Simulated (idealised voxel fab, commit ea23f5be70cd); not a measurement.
Documented hereafter: the process module known as voxel trench capacitor.
255 nm wide, 5 nm square cells: that's cross-section cut.
Throughout this document, each cross-section is represented as a grid of square cells and is presented as a sequence of bands enumerated from the top downward, where a band comprises one or more rows of cells.
Look at the band entry: it leads with the top's height and the bottom's height in nm. Then it lists the materials left to right, with a width in nm for each. The word "all across" on a single material says that material fills the band edge to edge. The word "blank" is empty space.
All heights in this document are referenced to 0, defined as the level beneath which the wafer, as received, consists entirely of one material. The lowest band is not bounded below; it extends indefinitely downward and is written in the form "0 nm and below".
A two-number width, for instance "30 to 40", indicates that the width is equal to the first number in the top row of the band and to the second number in the bottom row, and that it changes by a constant amount per row of cells.
"all unchanged" after a step means that no cell of the cross-section changed.
Basically, "Closed internal voids" tells you about the enclosed voids: empty spaces with no open way to the top, 8 cells or bigger, each written width x height at distance, where distance is from the left edge, all in nm.
What comes after the settings on a step's line is commentary from the simulator itself on that step.
Steps that use a mask can have "overlay nm" on their line. It says how far the mask sat to the right of where it was meant to be. Negative means to the left.

### Planned process steps
1: RECEIVE: material Si
2: CONFORMAL_DEP: material SiN, thk nm 10
3: DIRECTIONAL_DEP: material aC, thk nm 10
4: PATTERN: tone open, mask id TRENCH, material resist, width nm 30, pitch nm 55, thk nm 25, overlay nm 0
5: DIRECTIONAL_ETCH: etch materials aC, depth nm 10
6: STRIP: etch materials resist
7: DIRECTIONAL_ETCH: etch materials SiN, depth nm 10
8: DIRECTIONAL_ETCH: etch materials Si, depth nm 40
9: STRIP: etch materials aC
10: CONFORMAL_DEP: material Al2O3, thk nm 5
11: CONFORMAL_DEP: material TiN, thk nm 5
12: FILL_DEP: material W, thk nm 5
13: CMP: height nm 10

### Cross-section of the incoming wafer, state after step 1
> 0 nm and below | Si all across
> Closed internal voids: none

### Cross-sectional view of the first of the two wafers upon completion of the module, processed in accordance with the plan
> 10 nm to 0 nm | 85 SiN | 5 Al2O3 | 5 TiN | 10 W | 5 TiN | 5 Al2O3 | 25 SiN | 5 Al2O3 | 5 TiN | 10 W | 5 TiN | 5 Al2O3 | 85 SiN
> 0 nm to -30 nm | 85 Si | 5 Al2O3 | 5 TiN | 10 W | 5 TiN | 5 Al2O3 | 25 Si | 5 Al2O3 | 5 TiN | 10 W | 5 TiN | 5 Al2O3 | 85 Si
> -30 nm to -35 nm | 85 Si | 5 Al2O3 | 20 TiN | 5 Al2O3 | 25 Si | 5 Al2O3 | 20 TiN | 5 Al2O3 | 85 Si
> -35 nm to -40 nm | 85 Si | 30 Al2O3 | 25 Si | 30 Al2O3 | 85 Si
> -40 nm and below | Si all across
> Closed internal voids: none

### Cross-section of the latter of the two wafers at module completion. It had an identical start and an identical plan to the former; in running it, one mistake was made
> 10 nm to 0 nm | W all across
> 0 nm and below | Si all across
> Closed internal voids: none
Processing error: the process deviated at step 2: the operation and settings actually run there were CONFORMAL_DEP: material W, thk nm 10
Wafer comparison, final, in cells, second relative to first, materials more or fewer: -48 Al2O3 | +96 Si | -78 SiN | -40 TiN | +70 W
